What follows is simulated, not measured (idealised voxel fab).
Name of the process module below: voxel self aligned contacts
The width of the displayed cross-section, cut, is 230 nm; its cells are square, with a size of 5 nm.
Cross-section spec: square-cell grid; bands listed top down; each band is one or more rows. What a band's entry tells you: where the top is and where the bottom is, as heights in nm, and after that what lies inside, material by material from left to right, each with its width in nm. Empty space is written as the word "air", and a single material marked with the word "edge to edge" occupies the band from edge to edge. Convention: height 0 is the level below which the wafer, as received, is all one material. The lowest band does not terminate at the bottom but continues downward, represented as "from 0 down". The notation "30->40" denotes a width that varies across the rows of cells in the band, beginning at the first number in the top row, finishing at the second number in the bottom row, and changing by an identical amount from each row to the next. Given "nothing altered" for a step, no cell of the cross-section differs between before and after that step. Look at "Unvented cavities" for the closed voids: empty spaces with no open path to the top, sized 8 cells or up. Each is width x height at distance, distance from the left edge, all nm. Whatever follows a step's settings on its line is a remark the simulator itself makes about that step. overlay nm: right-of-plan distance of the mask on a masked step; negative values mean left-of-plan.

## The process steps that were planned are listed below
| 1 | RECEIVE, material Si |
| 2 | OXIDIZE, depth nm 5 |
| 3 | DIRECTIONAL_DEP, material polySi, thk nm 30 |
| 4 | DIRECTIONAL_DEP, material SiN, thk nm 20 |
| 5 | DIRECTIONAL_DEP, material aC, thk nm 10 |
| 6 | PATTERN, tone cover, mask id GATE, material resist, width nm 30, pitch nm 60, thk nm 25, overlay nm 0 |
| 7 | DIRECTIONAL_ETCH, etch materials aC, depth nm 10 |
| 8 | STRIP, etch materials resist |
| 9 | DIRECTIONAL_ETCH, etch materials SiN, depth nm 20 |
| 10 | DIRECTIONAL_ETCH, etch materials polySi, depth nm 30 |
| 11 | STRIP, etch materials aC |
| 12 | CONFORMAL_DEP, material SiN, thk nm 5 |
| 13 | DIRECTIONAL_ETCH, etch materials SiN, depth nm 5 |
| 14 | FILL_DEP, material SiO2, thk nm 15 |
| 15 | CMP, height nm 60 |
| 16 | MASKED_ETCH, tone open, mask id CONTACT, width nm 40, pitch nm 60, etch materials SiO2, depth nm 65, overlay nm 0 |
| 17 | CONFORMAL_DEP, material TiN, thk nm 5 |
| 18 | FILL_DEP, material W, thk nm 10 |
| 19 | CMP, height nm 60 |
| 20 | CONFORMAL_DEP, material SiN, thk nm 5 |

## As-received wafer cross-section (after step 1)
from 0 down  Si edge to edge
Unvented cavities: none

## The following cross-section depicts the wafer upon conclusion of the module. Processing commenced from the starting condition illustrated above and adhered to the plan illustrated above, save for one mistake in execution
from 55 to 50  SiN edge to edge
from 50 to 30  SiO2=35, SiN=40, TiN=5, W=10, TiN=5, SiN=40, TiN=5, W=10, TiN=5, SiN=40, SiO2=35
from 30 to 0  SiO2=35, SiN=5, polySi=30, SiN=5, TiN=5, W=10, TiN=5, SiN=5, polySi=30, SiN=5, TiN=5, W=10, TiN=5, SiN=5, polySi=30, SiN=5, SiO2=35
from 0 to -5  SiO2=75, TiN=20, SiO2=40, TiN=20, SiO2=75
from -5 down  Si edge to edge
Unvented cavities: none
Diagnosis: step 19, actual vs plan mismatch, actual run CMP, height nm 50
